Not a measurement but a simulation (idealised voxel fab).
Process module in this document: voxel capacitor over wiring
Cross-section cut: width 230 nm, square cells of 5 nm.
Cross-section, as written here: a square-cell grid given band by band from the top down, where a band holds one or more rows of cells. Each band's line starts with the height of the band's top and of its bottom, in nm. Then come its materials from left to right, each with its width in nm. One material with "all across" fills the band from edge to edge. "blank" is empty space. Heights from 0 (as-received wafer is one material below). Bottom band endless downward, as "0..down". Note: "30..40" means the width goes from the first number (top row of the band) to the second number (bottom row) in equal steps per row of cells. Given "all unchanged" for a step, no cell of the cross-section differs between before and after that step. "Closed void listing": empty spaces of 8 cells or more with no open way to the top, each given as width x height at distance, distance from the left edge, all in nm. Post-settings text on a step line: simulator's own remark regarding the step. Each step line may optionally specify "overlay nm", which for a step with a mask gives the rightward distance between the mask's planned place and where it lay, a negative value indicating the leftward direction.
### Steps planned for the process
1 RECEIVE: material Si
2 CONFORMAL_DEP: material SiO2, thk nm 10
3 DIRECTIONAL_DEP: material TiN, thk nm 5
4 DIRECTIONAL_DEP: material Ru, thk nm 25
5 DIRECTIONAL_DEP: material aC, thk nm 15
6 PATTERN: tone cover, mask id METAL_1, material resist, width nm 25, pitch nm 90, thk nm 30, overlay nm 0
7 DIRECTIONAL_ETCH: etch materials aC, depth nm 15
8 STRIP: etch materials resist
9 DIRECTIONAL_ETCH: etch materials Ru, depth nm 25
10 DIRECTIONAL_ETCH: etch materials TiN, depth nm 5
11 STRIP: etch materials aC
12 CONFORMAL_DEP: material SiCN, thk nm 5
13 FILL_DEP: material SiO2, thk nm 10
14 CMP: height nm 40
15 CONFORMAL_DEP: material SiCN, thk nm 5
16 DIRECTIONAL_DEP: material SiO2, thk nm 20
17 PATTERN: tone open, mask id PLUG_1, material resist, width nm 15, thk nm 15, overlay nm 0
18 DIRECTIONAL_ETCH: etch materials SiO2, depth nm 20
19 DIRECTIONAL_ETCH: etch materials SiCN, depth nm 5
20 STRIP: etch materials resist
21 CONFORMAL_DEP: material TiN, thk nm 5
22 FILL_DEP: material Ru, thk nm 5
23 CMP: height nm 65
24 DIRECTIONAL_DEP: material TiN, thk nm 5
25 DIRECTIONAL_DEP: material HfO2, thk nm 5
26 DIRECTIONAL_DEP: material TiN, thk nm 5
27 DIRECTIONAL_DEP: material aC, thk nm 10
28 PATTERN: tone cover, mask id UPPER_PLATE, material resist, width nm 70, thk nm 25, overlay nm 0
29 DIRECTIONAL_ETCH: etch materials aC, depth nm 10
30 STRIP: etch materials resist
31 DIRECTIONAL_ETCH: etch materials TiN, depth nm 5
32 DIRECTIONAL_ETCH: etch materials HfO2, depth nm 5
33 STRIP: etch materials aC
34 DIRECTIONAL_DEP: material aC, thk nm 10
35 PATTERN: tone cover, mask id LOWER_PLATE, material resist, width nm 80, thk nm 30, overlay nm 0
36 DIRECTIONAL_ETCH: etch materials aC, depth nm 10
37 STRIP: etch materials resist
38 DIRECTIONAL_ETCH: etch materials TiN, depth nm 5
39 STRIP: etch materials aC
40 FILL_DEP: material SiO2, thk nm 15
41 CMP: height nm 90
42 PATTERN: tone open, mask id PLUG_2, material resist, width nm 15, thk nm 20, overlay nm 0
43 DIRECTIONAL_ETCH: etch materials SiO2, depth nm 10
44 STRIP: etch materials resist
45 CONFORMAL_DEP: material TiN, thk nm 5
46 FILL_DEP: material W, thk nm 10
47 CMP: height nm 90
48 CONFORMAL_DEP: material SiN, thk nm 5
### Shown in cross-section is the wafer as received, that is, as it stands after step 1
0..down = Si all across
Closed void listing: none
### Cross-section: first of two wafers, module finished, run according to plan
95..90 = SiN all across
90..85 = SiO2: 75, then TiN: 5, then W: 5, then TiN: 5, then SiO2: 140
85..75 = SiO2: 75..65, then TiN: 15..70, then SiO2: 140..95
75..70 = SiO2: 65, then HfO2: 70, then SiO2: 95
70..65 = SiO2: 60, then TiN: 80, then SiO2: 90
65..45 = SiO2: 65, then TiN: 5, then Ru: 5, then TiN: 5, then SiO2: 150
45..40 = SiCN: 65, then TiN: 15, then SiCN: 150
40..15 = SiO2: 50, then SiCN: 5, then Ru: 25, then SiCN: 5, then SiO2: 55, then SiCN: 5, then Ru: 25, then SiCN: 5, then SiO2: 55
15..10 = SiCN: 55, then TiN: 25, then SiCN: 65, then TiN: 25, then SiCN: 60
10..0 = SiO2 all across
0..down = Si all across
Closed void listing: none
### Second of two wafers, module complete, sectioned: it shares the first wafer's start and plan but was run with one mistake
95..90 = SiN all across
90..85 = SiO2: 75, then TiN: 5, then W: 5, then TiN: 5, then SiO2: 140
85..75 = SiO2: 75..70, then TiN: 15..70, then SiO2: 140..90
75..70 = SiO2: 70, then HfO2: 70, then SiO2: 90
70..65 = SiO2: 60, then TiN: 80, then SiO2: 90
65..45 = SiO2: 65, then TiN: 5, then Ru: 5, then TiN: 5, then SiO2: 150
45..40 = SiCN: 65, then TiN: 15, then SiCN: 150
40..15 = SiO2: 50, then SiCN: 5, then Ru: 25, then SiCN: 5, then SiO2: 55, then SiCN: 5, then Ru: 25, then SiCN: 5, then SiO2: 55
15..10 = SiCN: 55, then TiN: 25, then SiCN: 65, then TiN: 25, then SiCN: 60
10..0 = SiO2 all across
0..down = Si all across
Closed void listing: none
It is concluded that the wafer was processed incorrectly with respect to the plan, in that so step 28 ended up running with a different setting than we planned, it ran as PATTERN: tone cover, mask id UPPER_PLATE, material resist, width nm 70, thk nm 25, overlay nm 5
By the end, you'd get the same cell count for each material on either wafer, but the second wafer puts them somewhere else.
